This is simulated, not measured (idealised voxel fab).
This section sets out a process module, namely voxel air gaps.
Section cut is 205 nm wide and gridded with 5 nm square cells.
Heads up, the way a cross-section reads in here is a grid of square cells, handed over as bands from the top down, with every band being one or more rows of cells. The entry gives the band's vertical extent as a top height and a bottom height in nm, then its horizontal make-up as materials from left to right, each with a width in nm. "blank" stands for empty space; a single material marked "all across" fills the band edge to edge. The level at which height equals 0 is the one under which the wafer, as it arrives, is entirely one material. No lower edge exists for the bottom band, which continues downward and is notated as in "z 0 and below". Per-row width for "30->40": begins at first number (top row of band), ends at second number (bottom row), increment between rows held constant. "nothing altered" means the step left every cell of the cross-section as it was. Any empty space of 8 cells or more lacking an open way to the top shows up in "Internal closed voids" as width x height at distance, distance from the left edge, in nm. Step line, after settings: the simulator's comment on this step. "overlay nm" answers the question of how far to the right of plan the mask lay on a step that has a mask, and when it is negative the answer is to the left.
Set out below are the planned steps of the process:
1) RECEIVE: material Si
2) CONFORMAL_DEP: material SiO2, thk nm 10
3) CONFORMAL_DEP: material SiCN, thk nm 5
4) DIRECTIONAL_DEP: material SiO2, thk nm 30
5) PATTERN: tone open, mask id LINES, material resist, width nm 20, pitch nm 45, thk nm 20, overlay nm 0
6) DIRECTIONAL_ETCH: etch materials SiO2, depth nm 30
7) STRIP: etch materials resist
8) CONFORMAL_DEP: material TiN, thk nm 5
9) FILL_DEP: material Cu, thk nm 10
10) CMP: height nm 45
11) EPI: material Ru, thk nm 10
12) SELECTIVE_ETCH: etch materials SiO2, depth nm 40
13) CONFORMAL_DEP: material SiCN, thk nm 5
So this is the incoming wafer in cross-section - it's already been through step 1:
  z 0 and below = Si all across
  Internal closed voids: none
Cross-sectional result after module completion. Note: starting condition and plan are unchanged from above; one processing mistake was made:
  z 60 to 55 = blank=30  SiCN=145  blank=30
  z 55 to 45 = blank=30  SiCN=5  Ru=135  SiCN=5  blank=30
  z 45 to 40 = blank=30  SiCN=15  TiN=5  Cu=15  TiN=5  SiO2=20  TiN=5  Cu=15  TiN=5  SiO2=20  TiN=5  Cu=15  TiN=5  SiCN=15  blank=30
  z 40 to 20 = blank=40  SiCN=5  TiN=5  Cu=15  TiN=5  SiO2=20  TiN=5  Cu=15  TiN=5  SiO2=20  TiN=5  Cu=15  TiN=5  SiCN=5  blank=40
  z 20 to 15 = SiCN=45  TiN=25  SiO2=20  TiN=25  SiO2=20  TiN=25  SiCN=45
  z 15 to 10 = SiCN all across
  z 10 to 0 = SiO2 all across
  z 0 and below = Si all across
  Internal closed voids: none
The mistake made against the process plan was this: step 5 was run on a setting that differed from the plan, and what really ran there is PATTERN: tone open, mask id LINES, material resist, width nm 25, pitch nm 45, thk nm 20, overlay nm 0
